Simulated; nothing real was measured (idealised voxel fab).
process module | voxel double patterning
cross-section cut | 290 nm wide | cells 5 nm
A cross-section is a grid of square cells, given in bands from the top down. A band is one or more rows of cells.
Each band's line starts with the height of the band's top and of its bottom, in nm. Then come its materials from left to right, each with its width in nm. One material with "throughout" fills the band from edge to edge. "air" is empty space.
Height 0 is the level under which the wafer as received is all one material. The lowest band goes on downwards, as in "0 down".
A width such as "30 to 40" changes by the same amount from each row of cells to the next, from the band's top row to its bottom row.
"no change" after a step means that no cell of the cross-section changed.
closed voids: empty space of 8 cells or more with no open way to the top, each as width x height at its distance from the left edge, in nm
after a step's settings: what the simulator itself notes on the step
overlay nm, on a step with a mask: how far to the right of its planned place the mask lay; to the left if negative
plan
1 op RECEIVE | material Si
2 op CONFORMAL_DEP | material SiN | thk nm 5
3 op DIRECTIONAL_DEP | material SiO2 | thk nm 15
4 op DIRECTIONAL_DEP | material SiCN | thk nm 5
5 op DIRECTIONAL_DEP | material aC | thk nm 10
6 op PATTERN | tone open | mask id FIRST | material resist | width nm 15 | pitch nm 50 | thk nm 30 | overlay nm 0
7 op DIRECTIONAL_ETCH | etch materials aC | depth nm 10
8 op STRIP | etch materials resist
9 op DIRECTIONAL_ETCH | etch materials SiCN | depth nm 5
10 op STRIP | etch materials aC
11 op PATTERN | tone open | mask id SECOND | material resist | width nm 15 | thk nm 20 | overlay nm 0
12 op DIRECTIONAL_ETCH | etch materials SiCN | depth nm 5
13 op STRIP | etch materials resist
14 op DIRECTIONAL_ETCH | etch materials SiO2 | depth nm 15
15 op STRIP | etch materials SiCN
first wafer, as planned
as received, after step 1
  0 down: Si throughout
  closed voids: none
after step 2
  5 to 0: SiN throughout
  below 0: unchanged
after step 3
  20 to 5: SiO2 throughout
  below 5: unchanged
after step 4
  25 to 20: SiCN throughout
  below 20: unchanged
after step 5
  35 to 25: aC throughout
  below 25: unchanged
after step 6
  65 to 35: resist 110 | air 15 | resist 35 | air 15 | resist 115
  below 35: unchanged
after step 7
  55 to 35: resist 110 | air 15 | resist 35 | air 15 | resist 115
  35 to 25: aC 110 | air 15 | aC 35 | air 15 | aC 115
  below 25: unchanged
after step 8
  35 to 25: aC 110 | air 15 | aC 35 | air 15 | aC 115
  below 25: unchanged
after step 9
  35 to 25: aC 110 | air 15 | aC 35 | air 15 | aC 115
  25 to 20: SiCN 110 | air 15 | SiCN 35 | air 15 | SiCN 115
  below 20: unchanged
after step 10
  25 to 20: SiCN 110 | air 15 | SiCN 35 | air 15 | SiCN 115
  below 20: unchanged
after step 11
  45 to 25: resist 135 | air 15 | resist 140
  25 to 20: SiCN 110 | resist 15 | SiCN 35 | resist 15 | SiCN 115
  below 20: unchanged
after step 12
  45 to 25: resist 135 | air 15 | resist 140
  25 to 20: SiCN 110 | resist 15 | SiCN 10 | air 15 | SiCN 10 | resist 15 | SiCN 115
  below 20: unchanged
after step 13
  25 to 20: SiCN 110 | air 15 | SiCN 10 | air 15 | SiCN 10 | air 15 | SiCN 115
  below 20: unchanged
after step 14
  25 to 20: SiCN 110 | air 15 | SiCN 10 | air 15 | SiCN 10 | air 15 | SiCN 115
  20 to 5: SiO2 110 | air 15 | SiO2 10 | air 15 | SiO2 10 | air 15 | SiO2 115
  below 5: unchanged
after step 15
  20 to 5: SiO2 110 | air 15 | SiO2 10 | air 15 | SiO2 10 | air 15 | SiO2 115
  below 5: unchanged
second wafer: like start, like plan, one mistake. Through step 1 it matches the first wafer
when step 2 should have ended
  15 to 0: SiO2 throughout
  below 0: unchanged
when step 3 should have ended
  20 to 15: SiN throughout
  below 15: unchanged
when step 4 should have ended
  25 to 20: SiCN throughout
  below 20: unchanged
when step 5 should have ended
  35 to 25: aC throughout
  below 25: unchanged
when step 6 should have ended
  65 to 35: resist 110 | air 15 | resist 35 | air 15 | resist 115
  below 35: unchanged
when step 7 should have ended
  55 to 35: resist 110 | air 15 | resist 35 | air 15 | resist 115
  35 to 25: aC 110 | air 15 | aC 35 | air 15 | aC 115
  below 25: unchanged
when step 8 should have ended
  35 to 25: aC 110 | air 15 | aC 35 | air 15 | aC 115
  below 25: unchanged
when step 9 should have ended
  35 to 25: aC 110 | air 15 | aC 35 | air 15 | aC 115
  25 to 20: SiCN 110 | air 15 | SiCN 35 | air 15 | SiCN 115
  below 20: unchanged
when step 10 should have ended
  25 to 20: SiCN 110 | air 15 | SiCN 35 | air 15 | SiCN 115
  below 20: unchanged
when step 11 should have ended
  45 to 25: resist 135 | air 15 | resist 140
  25 to 20: SiCN 110 | resist 15 | SiCN 35 | resist 15 | SiCN 115
  below 20: unchanged
when step 12 should have ended
  45 to 25: resist 135 | air 15 | resist 140
  25 to 20: SiCN 110 | resist 15 | SiCN 10 | air 15 | SiCN 10 | resist 15 | SiCN 115
  below 20: unchanged
when step 13 should have ended
  25 to 20: SiCN 110 | air 15 | SiCN 10 | air 15 | SiCN 10 | air 15 | SiCN 115
  below 20: unchanged
when step 14 should have ended: no change
when step 15 should have ended
  20 to 15: SiN throughout
  below 15: unchanged
what went wrong: steps 2 and 3 were swapped
at the end the second wafer has, in cells: 27 more of SiO2
